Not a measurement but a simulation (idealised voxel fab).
This section sets out a process module, namely voxel transistor to metal.
Cross-section cut spans 170 nm and uses square cells 5 nm in size.
Reading order for cross-sections: top band down to bottom band. Underlying form: a grid of square cells. Band size: one or more rows of cells. A band entry consists of two parts. The first gives the height of the band's top and the height of its bottom, in nm. The rest lists the band's materials from left to right, each with its width in nm. A single material labelled with the word "throughout" fills the band from edge to edge, and the word "empty" marks empty space. Heights are expressed relative to 0, this being the level below which the as-received wafer comprises one material exclusively. The lowest band is unbounded in the downward direction and is denoted as in "0 and below". The notation "30..40" denotes a width that varies across the rows of cells in the band, beginning at the first number in the top row, finishing at the second number in the bottom row, and changing by an identical amount from each row to the next. What does "everything unchanged" mean for a step? It means no cell of the cross-section changed in that step. Reported under the label "Voids, fully enclosed" are the empty spaces having no open way to the top and comprising 8 cells or more; the notation for each is width x height at distance, in which the distance is measured from the left edge and all three values are in nm. It should be noted that, on the line of a given step, the content following the step's settings is a remark produced by the simulator itself with respect to that step. When a step includes a mask, the "overlay nm" setting on its line states how far to the right of its planned place that mask lay, and negative values state how far to the left.
-- Process steps - plan
1. RECEIVE (material Si)
2. OXIDIZE (depth nm 5)
3. CONFORMAL_DEP (material SiN; thk nm 10)
4. PATTERN (tone cover; mask id ACTIVE; material resist; width nm 95; thk nm 20; overlay nm 0)
5. DIRECTIONAL_ETCH (etch materials SiN; depth nm 10)
6. DIRECTIONAL_ETCH (etch materials SiO2; depth nm 5)
7. DIRECTIONAL_ETCH (etch materials Si; depth nm 35)
8. STRIP (etch materials resist)
9. OXIDIZE (depth nm 5)
10. FILL_DEP (material SiO2; thk nm 15)
11. CMP (height nm 10)
12. SELECTIVE_ETCH (etch materials SiO2; depth nm 10)
13. STRIP (etch materials SiN)
14. SELECTIVE_ETCH (etch materials SiO2; depth nm 5)
15. OXIDIZE (depth nm 5)
16. DIRECTIONAL_DEP (material polySi; thk nm 25)
17. DIRECTIONAL_DEP (material SiCN; thk nm 10)
18. MASKED_ETCH (tone cover; mask id GATE; width nm 25; etch materials SiCN; depth nm 20; overlay nm 0)
19. MASKED_ETCH (tone cover; mask id GATE; width nm 25; etch materials polySi; depth nm 35; overlay nm 0)
20. CONFORMAL_DEP (material SiO2; thk nm 5)
21. DIRECTIONAL_ETCH (etch materials SiO2; depth nm 5)
22. CONFORMAL_DEP (material SiN; thk nm 10)
23. DIRECTIONAL_ETCH (etch materials SiN; depth nm 5)
24. DIRECTIONAL_ETCH (etch materials SiO2; depth nm 5)
25. EPI (material pSi; thk nm 5)
26. FILL_DEP (material SiO2; thk nm 10)
27. CMP (height nm 20)
28. STRIP (etch materials polySi)
29. SELECTIVE_ETCH (etch materials SiO2; depth nm 5)
30. CONFORMAL_DEP (material HfO2; thk nm 5)
31. CONFORMAL_DEP (material TiN; thk nm 5)
32. FILL_DEP (material W; thk nm 10)
33. CMP (height nm 15)
34. DIRECTIONAL_DEP (material SiO2; thk nm 15)
35. MASKED_ETCH (tone open; mask id CONTACT; width nm 15; pitch nm 70; etch materials SiO2; depth nm 35; overlay nm 0)
36. CONFORMAL_DEP (material TiN; thk nm 5)
37. FILL_DEP (material W; thk nm 10)
38. CMP (height nm 30)
39. CONFORMAL_DEP (material SiN; thk nm 5)
40. DIRECTIONAL_DEP (material lowk; thk nm 20)
41. MASKED_ETCH (tone open; mask id METAL_1; width nm 15; pitch nm 70; etch materials lowk; depth nm 20; overlay nm 0)
42. MASKED_ETCH (tone open; mask id METAL_1; width nm 15; pitch nm 70; etch materials SiN; depth nm 5; overlay nm 0)
43. CONFORMAL_DEP (material TiN; thk nm 5)
44. FILL_DEP (material W; thk nm 5)
45. CMP (height nm 55)
46. EPI (material Ru; thk nm 5)
47. FILL_DEP (material SiCN; thk nm 5)
For this document, wafers share an identical start and vary in the step 23 depth nm; the plan quotes the first wafer's value.
-- Step 1 complete: as-received cross-section of the first of several wafers
- 0 and below: Si throughout
- Voids, fully enclosed: none
-- Per wafer (row), end of module: delta in cells per material since receipt, (+) for gained, (-) for lost; closed voids after that
depth nm 5 | +15 HfO2 | +10 Ru | -187 Si | +58 SiCN | +67 SiN | +281 SiO2 | +59 TiN | +27 W | +112 lowk | Voids, fully enclosed: none
depth nm 10 | +15 HfO2 | +10 Ru | -187 Si | +58 SiCN | +44 SiN | +290 SiO2 | +63 TiN | +29 W | +112 lowk | +8 pSi | Voids, fully enclosed: none
depth nm 15 | +15 HfO2 | +10 Ru | -187 Si | +58 SiCN | +44 SiN | +290 SiO2 | +63 TiN | +29 W | +112 lowk | +8 pSi | Voids, fully enclosed: none
depth nm 20 | +15 HfO2 | +10 Ru | -187 Si | +58 SiCN | +44 SiN | +290 SiO2 | +63 TiN | +29 W | +112 lowk | +8 pSi | Voids, fully enclosed: none
depth nm 25 | +15 HfO2 | +10 Ru | -187 Si | +58 SiCN | +44 SiN | +290 SiO2 | +63 TiN | +29 W | +112 lowk | +8 pSi | Voids, fully enclosed: none
